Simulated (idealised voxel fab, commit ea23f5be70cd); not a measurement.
The process module presented herein is designated voxel gate over fins.
The figure presents cross-section cut, which has a width of 255 nm and is divided into square cells with an edge length of 5 nm.
Bands, listed from the top down, are how a cross-section gets written in this document; the cross-section itself is a grid of square cells, and a band is one or more rows of them.
This entry defines a band. It first specifies the height of the band's top and the height of its bottom in nm, and then specifies the band's materials from left to right, stating each material with its width in nm. The word "all across" identifies a single material that fills the band from edge to edge, while the word "air" identifies empty space.
Heights are reckoned from 0. Under this level, the received wafer is all of one material. The bottommost band is open-ended downward, for example "0 nm and below".
The notation "30..40" denotes a width that varies across the rows of cells in the band, beginning at the first number in the top row, finishing at the second number in the bottom row, and changing by an identical amount from each row to the next.
"identical to before" for a step: no cell of the cross-section changed in that step.
In "Enclosed void entries" the enclosed voids are listed, meaning empty spaces of 8 cells or larger without any opening to the top. The form is width x height at distance, distance from the left edge, units nm.
Text after the settings on a step's line: the simulator's own remark on that step.
When a step includes a mask, the "overlay nm" setting on its line states how far to the right of its planned place that mask lay, and negative values state how far to the left.

Process steps - plan
1) RECEIVE: material Si
2) CONFORMAL_DEP: material SiN, thk nm 10
3) MASKED_ETCH: tone cover, mask id FINS, width nm 15, pitch nm 55, etch materials SiN, depth nm 10, overlay nm 0
4) MASKED_ETCH: tone cover, mask id FINS, width nm 15, pitch nm 55, etch materials Si, depth nm 40, overlay nm 0
5) OXIDIZE: depth nm 5
6) FILL_DEP: material SiO2, thk nm 10
7) CMP: height nm 10
8) DIRECTIONAL_DEP: material aC, thk nm 10
9) PATTERN: tone open, mask id RAIL, material resist, width nm 15, thk nm 30, overlay nm 0
10) DIRECTIONAL_ETCH: etch materials aC, depth nm 10
11) STRIP: etch materials resist
12) DIRECTIONAL_ETCH: etch materials SiO2, depth nm 45
13) STRIP: etch materials aC
14) CONFORMAL_DEP: material TiN, thk nm 5
15) FILL_DEP: material W, thk nm 10
16) CMP: height nm 10
17) SELECTIVE_ETCH: etch materials W Ru TiN, depth nm 35
18) FILL_DEP: material SiO2, thk nm 5
19) CMP: height nm 10
20) SELECTIVE_ETCH: etch materials SiO2, depth nm 25
21) STRIP: etch materials SiN
22) CONFORMAL_DEP: material HfO2, thk nm 5
23) CONFORMAL_DEP: material TiN, thk nm 5
24) FILL_DEP: material W, thk nm 15
25) CMP: height nm 20
26) CONFORMAL_DEP: material SiCN, thk nm 10

Incoming wafer in cross-section (state: after step 1)
    0 nm and below: Si all across
    Enclosed void entries: none

Cross-sectional view of the first of the two wafers upon completion of the module, processed in accordance with the plan
    30 nm to 20 nm: SiCN all across
    20 nm to 10 nm: W all across
    10 nm to 5 nm: W: 30, then TiN: 25, then W: 30, then TiN: 25, then W: 30, then TiN: 25, then W: 30, then TiN: 25, then W: 35
    5 nm to 0 nm: W: 30, then TiN: 5, then HfO2: 15, then TiN: 5, then W: 30, then TiN: 5, then HfO2: 15, then TiN: 5, then W: 30, then TiN: 5, then HfO2: 15, then TiN: 5, then W: 30, then TiN: 5, then HfO2: 15, then TiN: 5, then W: 35
    0 nm to -5 nm: W: 30, then TiN: 5, then HfO2: 5, then Si: 5, then HfO2: 5, then TiN: 5, then W: 30, then TiN: 5, then HfO2: 5, then Si: 5, then HfO2: 5, then TiN: 5, then W: 30, then TiN: 5, then HfO2: 5, then Si: 5, then HfO2: 5, then TiN: 5, then W: 30, then TiN: 5, then HfO2: 5, then Si: 5, then HfO2: 5, then TiN: 5, then W: 35
    -5 nm to -10 nm: TiN: 35, then HfO2: 5, then Si: 5, then HfO2: 5, then TiN: 40, then HfO2: 5, then Si: 5, then HfO2: 5, then TiN: 40, then HfO2: 5, then Si: 5, then HfO2: 5, then TiN: 40, then HfO2: 5, then Si: 5, then HfO2: 5, then TiN: 40
    -10 nm to -15 nm: HfO2: 40, then Si: 5, then HfO2: 50, then Si: 5, then HfO2: 50, then Si: 5, then HfO2: 50, then Si: 5, then HfO2: 45
    -15 nm to -25 nm: SiO2: 40, then Si: 5, then SiO2: 50, then Si: 5, then SiO2: 50, then Si: 5, then SiO2: 50, then Si: 5, then SiO2: 45
    -25 nm to -30 nm: SiO2: 40, then Si: 5, then SiO2: 15, then TiN: 5, then W: 5, then TiN: 5, then SiO2: 20, then Si: 5, then SiO2: 50, then Si: 5, then SiO2: 50, then Si: 5, then SiO2: 45
    -30 nm to -35 nm: SiO2: 40, then Si: 5, then SiO2: 15, then TiN: 15, then SiO2: 20, then Si: 5, then SiO2: 50, then Si: 5, then SiO2: 50, then Si: 5, then SiO2: 45
    -35 nm to -45 nm: SiO2: 40, then Si: 5, then SiO2: 50, then Si: 5, then SiO2: 50, then Si: 5, then SiO2: 50, then Si: 5, then SiO2: 45
    -45 nm and below: Si all across
    Enclosed void entries: none

This cross-section belongs to the second wafer of two at the end of the module; the start and the plan were shared with the first, and the run included one mistake
    30 nm to 20 nm: SiCN all across
    20 nm to 15 nm: W: 20, then TiN: 45, then W: 10, then TiN: 45, then W: 10, then TiN: 45, then W: 10, then TiN: 45, then W: 25
    15 nm to 5 nm: W: 20, then TiN: 5, then HfO2: 35, then TiN: 5, then W: 10, then TiN: 5, then HfO2: 35, then TiN: 5, then W: 10, then TiN: 5, then HfO2: 35, then TiN: 5, then W: 10, then TiN: 5, then HfO2: 35, then TiN: 5, then W: 25
    5 nm to 0 nm: TiN: 25, then HfO2: 35, then TiN: 20, then HfO2: 35, then TiN: 20, then HfO2: 35, then TiN: 20, then HfO2: 35, then TiN: 30
    0 nm to -15 nm: HfO2: 40, then Si: 5, then HfO2: 50, then Si: 5, then HfO2: 50, then Si: 5, then HfO2: 50, then Si: 5, then HfO2: 45
    -15 nm to -25 nm: SiO2: 40, then Si: 5, then SiO2: 50, then Si: 5, then SiO2: 50, then Si: 5, then SiO2: 50, then Si: 5, then SiO2: 45
    -25 nm to -30 nm: SiO2: 40, then Si: 5, then SiO2: 15, then TiN: 5, then W: 5, then TiN: 5, then SiO2: 20, then Si: 5, then SiO2: 50, then Si: 5, then SiO2: 50, then Si: 5, then SiO2: 45
    -30 nm to -35 nm: SiO2: 40, then Si: 5, then SiO2: 15, then TiN: 15, then SiO2: 20, then Si: 5, then SiO2: 50, then Si: 5, then SiO2: 50, then Si: 5, then SiO2: 45
    -35 nm to -45 nm: SiO2: 40, then Si: 5, then SiO2: 50, then Si: 5, then SiO2: 50, then Si: 5, then SiO2: 50, then Si: 5, then SiO2: 45
    -45 nm and below: Si all across
    Enclosed void entries: none
In executing the process, a mistake was made relative to the plan: the process deviated at step 22: the operation and settings actually run there were CONFORMAL_DEP: material HfO2, thk nm 15
The second wafer ends with more or fewer cells of some materials than the first, per final count: HfO2 +150, W -150
